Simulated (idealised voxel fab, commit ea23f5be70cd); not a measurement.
This is a process module. Its name is voxel quadruple lines.
Square cell edge 5 nm, section width 175 nm, ID cut.
Think of the cross-section as a grid of square cells. We describe it in bands, top to bottom, and each band covers one or more rows of those cells. A band entry consists of two parts. The first gives the height of the band's top and the height of its bottom, in nm. The rest lists the band's materials from left to right, each with its width in nm. A single material labelled with the word "throughout" fills the band from edge to edge, and the word "air" marks empty space. Measure heights from 0. That's the level where, below it, the as-received wafer is all one material. The lowest band is bottomless and extends downward; write it as in "0..down". Think of "30->40" as a width that walks from the first number to the second as you go down the band, top row to bottom row, taking equal-sized steps from row to row. Step marked "stayed the same"? Then no cell in the cross-section changed in it. Closed empty spaces (no open way to the top) of 8 cells or more are what "Closed void catalog" lists, each as width x height at distance from the left edge, nm for all three. Whatever follows a step's settings on its line is a remark the simulator itself makes about that step. Each step line may optionally specify "overlay nm", which for a step with a mask gives the rightward distance between the mask's planned place and where it lay, a negative value indicating the leftward direction.
THE PLANNED PROCESS STEPS ARE ENUMERATED HEREUNDER
1: RECEIVE, material Si
2: CONFORMAL_DEP, material SiO2, thk nm 5
3: DIRECTIONAL_DEP, material TiN, thk nm 15
4: DIRECTIONAL_DEP, material polySi, thk nm 15
5: DIRECTIONAL_DEP, material aC, thk nm 20
6: PATTERN, tone cover, mask id MANDREL, material resist, width nm 35, thk nm 30, overlay nm 0
7: DIRECTIONAL_ETCH, etch materials aC, depth nm 20
8: STRIP, etch materials resist
9: CONFORMAL_DEP, material SiO2, thk nm 15
10: DIRECTIONAL_ETCH, etch materials SiO2, depth nm 15
11: STRIP, etch materials aC
12: DIRECTIONAL_ETCH, etch materials polySi, depth nm 15
13: STRIP, etch materials SiO2
14: CONFORMAL_DEP, material SiCN, thk nm 10
15: DIRECTIONAL_ETCH, etch materials SiCN, depth nm 10
16: STRIP, etch materials polySi
17: DIRECTIONAL_ETCH, etch materials TiN, depth nm 15
18: STRIP, etch materials SiCN
19: FILL_DEP, material SiO2, thk nm 5
20: CMP, height nm 20
ACCOUNT OF THE FIRST OF TWO WAFERS, WHICH WAS PROCESSED AS INTENDED
INCOMING WAFER, CROSS-SECTIONAL VIEW, POST STEP 1
  0..down = Si throughout
  Closed void catalog: none
THE WAFER IN CROSS-SECTION ONCE STEP 2 IS COMPLETE
  5..0 = SiO2 throughout
  For the remainder of the cross-section, below 0, there is no change.
THE WAFER IN CROSS-SECTION ONCE STEP 3 IS COMPLETE
  20..5 = TiN throughout
  For the remainder of the cross-section, below 5, there is no change.
THE WAFER IN CROSS-SECTION ONCE STEP 4 IS COMPLETE
  35..20 = polySi throughout
  For the remainder of the cross-section, below 20, there is no change.
THE WAFER IN CROSS-SECTION ONCE STEP 5 IS COMPLETE
  55..35 = aC throughout
  For the remainder of the cross-section, below 35, there is no change.
THE WAFER IN CROSS-SECTION ONCE STEP 6 IS COMPLETE
  85..55 = 70 nm air  35 nm resist  70 nm air
  For the remainder of the cross-section, below 55, there is no change.
THE WAFER IN CROSS-SECTION ONCE STEP 7 IS COMPLETE
  65..55 = 70 nm air  35 nm resist  70 nm air
  55..35 = 70 nm air  35 nm aC  70 nm air
  For the remainder of the cross-section, below 35, there is no change.
THE WAFER IN CROSS-SECTION ONCE STEP 8 IS COMPLETE
  55..35 = 70 nm air  35 nm aC  70 nm air
  For the remainder of the cross-section, below 35, there is no change.
THE WAFER IN CROSS-SECTION ONCE STEP 9 IS COMPLETE
  70..55 = 55 nm air  65 nm SiO2  55 nm air
  55..50 = 55 nm air  15 nm SiO2  35 nm aC  15 nm SiO2  55 nm air
  50..35 = 70 nm SiO2  35 nm aC  70 nm SiO2
  For the remainder of the cross-section, below 35, there is no change.
THE WAFER IN CROSS-SECTION ONCE STEP 10 IS COMPLETE
  55..35 = 55 nm air  15 nm SiO2  35 nm aC  15 nm SiO2  55 nm air
  For the remainder of the cross-section, below 35, there is no change.
THE WAFER IN CROSS-SECTION ONCE STEP 11 IS COMPLETE
  55..35 = 55 nm air  15 nm SiO2  35 nm air  15 nm SiO2  55 nm air
  For the remainder of the cross-section, below 35, there is no change.
THE WAFER IN CROSS-SECTION ONCE STEP 12 IS COMPLETE
  55..35 = 55 nm air  15 nm SiO2  35 nm air  15 nm SiO2  55 nm air
  35..20 = 55 nm air  15 nm polySi  35 nm air  15 nm polySi  55 nm air
  For the remainder of the cross-section, below 20, there is no change.
THE WAFER IN CROSS-SECTION ONCE STEP 13 IS COMPLETE
  35..20 = 55 nm air  15 nm polySi  35 nm air  15 nm polySi  55 nm air
  For the remainder of the cross-section, below 20, there is no change.
THE WAFER IN CROSS-SECTION ONCE STEP 14 IS COMPLETE
  45..35 = 45 nm air  35 nm SiCN  15 nm air  35 nm SiCN  45 nm air
  35..30 = 45 nm air  10 nm SiCN  15 nm polySi  10 nm SiCN  15 nm air  10 nm SiCN  15 nm polySi  10 nm SiCN  45 nm air
  30..20 = 55 nm SiCN  15 nm polySi  35 nm SiCN  15 nm polySi  55 nm SiCN
  For the remainder of the cross-section, below 20, there is no change.
THE WAFER IN CROSS-SECTION ONCE STEP 15 IS COMPLETE
  35..20 = 45 nm air  10 nm SiCN  15 nm polySi  10 nm SiCN  15 nm air  10 nm SiCN  15 nm polySi  10 nm SiCN  45 nm air
  For the remainder of the cross-section, below 20, there is no change.
THE WAFER IN CROSS-SECTION ONCE STEP 16 IS COMPLETE
  35..20 = 45 nm air  10 nm SiCN  15 nm air  10 nm SiCN  15 nm air  10 nm SiCN  15 nm air  10 nm SiCN  45 nm air
  For the remainder of the cross-section, below 20, there is no change.
THE WAFER IN CROSS-SECTION ONCE STEP 17 IS COMPLETE
  35..20 = 45 nm air  10 nm SiCN  15 nm air  10 nm SiCN  15 nm air  10 nm SiCN  15 nm air  10 nm SiCN  45 nm air
  20..5 = 45 nm air  10 nm TiN  15 nm air  10 nm TiN  15 nm air  10 nm TiN  15 nm air  10 nm TiN  45 nm air
  For the remainder of the cross-section, below 5, there is no change.
THE WAFER IN CROSS-SECTION ONCE STEP 18 IS COMPLETE
  20..5 = 45 nm air  10 nm TiN  15 nm air  10 nm TiN  15 nm air  10 nm TiN  15 nm air  10 nm TiN  45 nm air
  For the remainder of the cross-section, below 5, there is no change.
THE WAFER IN CROSS-SECTION ONCE STEP 19 IS COMPLETE
  25..20 = SiO2 throughout
  20..5 = 45 nm SiO2  10 nm TiN  15 nm SiO2  10 nm TiN  15 nm SiO2  10 nm TiN  15 nm SiO2  10 nm TiN  45 nm SiO2
  For the remainder of the cross-section, below 5, there is no change.
THE WAFER IN CROSS-SECTION ONCE STEP 20 IS COMPLETE
  20..5 = 45 nm SiO2  10 nm TiN  15 nm SiO2  10 nm TiN  15 nm SiO2  10 nm TiN  15 nm SiO2  10 nm TiN  45 nm SiO2
  For the remainder of the cross-section, below 5, there is no change.
WAFER TWO OF TWO - SAME STARTING POINT, SAME PROCESS PLAN, ONE MISTAKE IN EXECUTION; MATCHES WAFER ONE UP TO AND INCLUDING STEP 1
Here is the second wafer in cross-section at the point where step 2 of the plan should have been done: stayed the same
HERE IS THE SECOND WAFER IN CROSS-SECTION AT THE POINT WHERE STEP 3 OF THE PLAN SHOULD HAVE BEEN DONE
  15..0 = TiN throughout
  For the remainder of the cross-section, below 0, there is no change.
HERE IS THE SECOND WAFER IN CROSS-SECTION AT THE POINT WHERE STEP 4 OF THE PLAN SHOULD HAVE BEEN DONE
  30..15 = polySi throughout
  For the remainder of the cross-section, below 15, there is no change.
HERE IS THE SECOND WAFER IN CROSS-SECTION AT THE POINT WHERE STEP 5 OF THE PLAN SHOULD HAVE BEEN DONE
  50..30 = aC throughout
  For the remainder of the cross-section, below 30, there is no change.
HERE IS THE SECOND WAFER IN CROSS-SECTION AT THE POINT WHERE STEP 6 OF THE PLAN SHOULD HAVE BEEN DONE
  80..50 = 70 nm air  35 nm resist  70 nm air
  For the remainder of the cross-section, below 50, there is no change.
HERE IS THE SECOND WAFER IN CROSS-SECTION AT THE POINT WHERE STEP 7 OF THE PLAN SHOULD HAVE BEEN DONE
  60..50 = 70 nm air  35 nm resist  70 nm air
  50..30 = 70 nm air  35 nm aC  70 nm air
  For the remainder of the cross-section, below 30, there is no change.
HERE IS THE SECOND WAFER IN CROSS-SECTION AT THE POINT WHERE STEP 8 OF THE PLAN SHOULD HAVE BEEN DONE
  50..30 = 70 nm air  35 nm aC  70 nm air
  For the remainder of the cross-section, below 30, there is no change.
HERE IS THE SECOND WAFER IN CROSS-SECTION AT THE POINT WHERE STEP 9 OF THE PLAN SHOULD HAVE BEEN DONE
  65..50 = 55 nm air  65 nm SiO2  55 nm air
  50..45 = 55 nm air  15 nm SiO2  35 nm aC  15 nm SiO2  55 nm air
  45..30 = 70 nm SiO2  35 nm aC  70 nm SiO2
  For the remainder of the cross-section, below 30, there is no change.
HERE IS THE SECOND WAFER IN CROSS-SECTION AT THE POINT WHERE STEP 10 OF THE PLAN SHOULD HAVE BEEN DONE
  50..30 = 55 nm air  15 nm SiO2  35 nm aC  15 nm SiO2  55 nm air
  For the remainder of the cross-section, below 30, there is no change.
HERE IS THE SECOND WAFER IN CROSS-SECTION AT THE POINT WHERE STEP 11 OF THE PLAN SHOULD HAVE BEEN DONE
  50..30 = 55 nm air  15 nm SiO2  35 nm air  15 nm SiO2  55 nm air
  For the remainder of the cross-section, below 30, there is no change.
HERE IS THE SECOND WAFER IN CROSS-SECTION AT THE POINT WHERE STEP 12 OF THE PLAN SHOULD HAVE BEEN DONE
  50..30 = 55 nm air  15 nm SiO2  35 nm air  15 nm SiO2  55 nm air
  30..15 = 55 nm air  15 nm polySi  35 nm air  15 nm polySi  55 nm air
  For the remainder of the cross-section, below 15, there is no change.
HERE IS THE SECOND WAFER IN CROSS-SECTION AT THE POINT WHERE STEP 13 OF THE PLAN SHOULD HAVE BEEN DONE
  30..15 = 55 nm air  15 nm polySi  35 nm air  15 nm polySi  55 nm air
  For the remainder of the cross-section, below 15, there is no change.
HERE IS THE SECOND WAFER IN CROSS-SECTION AT THE POINT WHERE STEP 14 OF THE PLAN SHOULD HAVE BEEN DONE
  40..30 = 45 nm air  35 nm SiCN  15 nm air  35 nm SiCN  45 nm air
  30..25 = 45 nm air  10 nm SiCN  15 nm polySi  10 nm SiCN  15 nm air  10 nm SiCN  15 nm polySi  10 nm SiCN  45 nm air
  25..15 = 55 nm SiCN  15 nm polySi  35 nm SiCN  15 nm polySi  55 nm SiCN
  For the remainder of the cross-section, below 15, there is no change.
HERE IS THE SECOND WAFER IN CROSS-SECTION AT THE POINT WHERE STEP 15 OF THE PLAN SHOULD HAVE BEEN DONE
  30..15 = 45 nm air  10 nm SiCN  15 nm polySi  10 nm SiCN  15 nm air  10 nm SiCN  15 nm polySi  10 nm SiCN  45 nm air
  For the remainder of the cross-section, below 15, there is no change.
HERE IS THE SECOND WAFER IN CROSS-SECTION AT THE POINT WHERE STEP 16 OF THE PLAN SHOULD HAVE BEEN DONE
  30..15 = 45 nm air  10 nm SiCN  15 nm air  10 nm SiCN  15 nm air  10 nm SiCN  15 nm air  10 nm SiCN  45 nm air
  For the remainder of the cross-section, below 15, there is no change.
HERE IS THE SECOND WAFER IN CROSS-SECTION AT THE POINT WHERE STEP 17 OF THE PLAN SHOULD HAVE BEEN DONE
  30..15 = 45 nm air  10 nm SiCN  15 nm air  10 nm SiCN  15 nm air  10 nm SiCN  15 nm air  10 nm SiCN  45 nm air
  15..0 = 45 nm air  10 nm TiN  15 nm air  10 nm TiN  15 nm air  10 nm TiN  15 nm air  10 nm TiN  45 nm air
  For the remainder of the cross-section, below 0, there is no change.
HERE IS THE SECOND WAFER IN CROSS-SECTION AT THE POINT WHERE STEP 18 OF THE PLAN SHOULD HAVE BEEN DONE
  15..0 = 45 nm air  10 nm TiN  15 nm air  10 nm TiN  15 nm air  10 nm TiN  15 nm air  10 nm TiN  45 nm air
  For the remainder of the cross-section, below 0, there is no change.
HERE IS THE SECOND WAFER IN CROSS-SECTION AT THE POINT WHERE STEP 19 OF THE PLAN SHOULD HAVE BEEN DONE
  20..15 = SiO2 throughout
  15..0 = 45 nm SiO2  10 nm TiN  15 nm SiO2  10 nm TiN  15 nm SiO2  10 nm TiN  15 nm SiO2  10 nm TiN  45 nm SiO2
  For the remainder of the cross-section, below 0, there is no change.
Here is the second wafer in cross-section at the point where step 20 of the plan should have been done: stayed the same
The mistake made against the process plan was this: step 2 of the plan was jumped over and never run
When the process is done, the second wafer contains the same cell count of every material as the first wafer, but distributed over other locations.
